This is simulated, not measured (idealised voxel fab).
A process module follows: voxel quadruple lines.
This is section cut - it's 270 nm across, gridded in 5 nm square cells.
A cross-section is written here as square cells arranged in a grid, and it is given in bands from the top down, each band taking up one or more rows of cells.
Read a band's entry like this: the first values are the height of its top and the height of its bottom in nm, and what follows is the sequence of materials from left to right, each with its width in nm. Note that "air" is empty space, and that a single material marked "everywhere" reaches across the band from edge to edge.
It should be noted that heights are counted from 0, beneath which the wafer as supplied is of one material throughout, and that the lowest band possesses no lower boundary but continues downward, as written in "z 0 and below".
The width entry "30->40" should be interpreted row by row: the top row of cells in the band takes the first number, the bottom row takes the second number, and the change between adjacent rows is uniform throughout.
"no change occurred" for a step: no cell of the cross-section changed in that step.
If an empty space has no open way to the top and is at least 8 cells in size, "Fully closed voids" lists it, written width x height at distance, where distance is measured from the left edge and every value is in nm.
Note: text after step settings on the step line = simulator remark on that step.
The optional step-line setting "overlay nm" applies to steps with a mask and quantifies how far to the right of its planned location the mask lay, a negative value indicating leftward placement.
[These are the steps we planned for the process]
| 1 | RECEIVE with material Si |
| 2 | CONFORMAL_DEP with material SiO2, thk nm 10 |
| 3 | DIRECTIONAL_DEP with material Ru, thk nm 10 |
| 4 | DIRECTIONAL_DEP with material polySi, thk nm 15 |
| 5 | DIRECTIONAL_DEP with material aC, thk nm 25 |
| 6 | PATTERN with tone cover, mask id MANDREL, material resist, width nm 30, pitch nm 80, thk nm 30, overlay nm 0 |
| 7 | DIRECTIONAL_ETCH with etch materials aC, depth nm 25 |
| 8 | STRIP with etch materials resist |
| 9 | CONFORMAL_DEP with material SiO2, thk nm 10 |
| 10 | DIRECTIONAL_ETCH with etch materials SiO2, depth nm 10 |
| 11 | STRIP with etch materials aC |
| 12 | DIRECTIONAL_ETCH with etch materials polySi, depth nm 15 |
| 13 | STRIP with etch materials SiO2 |
| 14 | CONFORMAL_DEP with material SiCN, thk nm 10 |
| 15 | DIRECTIONAL_ETCH with etch materials SiCN, depth nm 10 |
| 16 | STRIP with etch materials polySi |
| 17 | DIRECTIONAL_ETCH with etch materials Ru, depth nm 10 |
| 18 | STRIP with etch materials SiCN |
[Cross-section of the wafer upon arrival, representing the state reached after step 1]
	z 0 and below: Si everywhere
	Fully closed voids: none
[As-planned run: cross-section of the first of two wafers at end of module]
	z 20 to 10: air 60 nm, Ru 10 nm, air 10 nm, Ru 10 nm, air 10 nm, Ru 10 nm, air 10 nm, Ru 10 nm, air 10 nm, Ru 10 nm, air 10 nm, Ru 10 nm, air 10 nm, Ru 10 nm, air 10 nm, Ru 10 nm, air 60 nm
	z 10 to 0: SiO2 everywhere
	z 0 and below: Si everywhere
	Fully closed voids: none
[Module end: cross-section of wafer two of two. Same start and process plan as the first wafer. One mistake during execution]
	z 20 to 10: air 55 nm, Ru 10 nm, air 10 nm, Ru 10 nm, air 10 nm, Ru 10 nm, air 10 nm, Ru 10 nm, air 10 nm, Ru 10 nm, air 10 nm, Ru 10 nm, air 10 nm, Ru 10 nm, air 10 nm, Ru 10 nm, air 65 nm
	z 10 to 0: SiO2 everywhere
	z 0 and below: Si everywhere
	Fully closed voids: none
What broke from the plan during processing? not per plan at step 6, really ran PATTERN with tone cover, mask id MANDREL, material resist, width nm 30, pitch nm 80, thk nm 30, overlay nm -5
Final state: per-material cell counts identical on both wafers; locations differ.
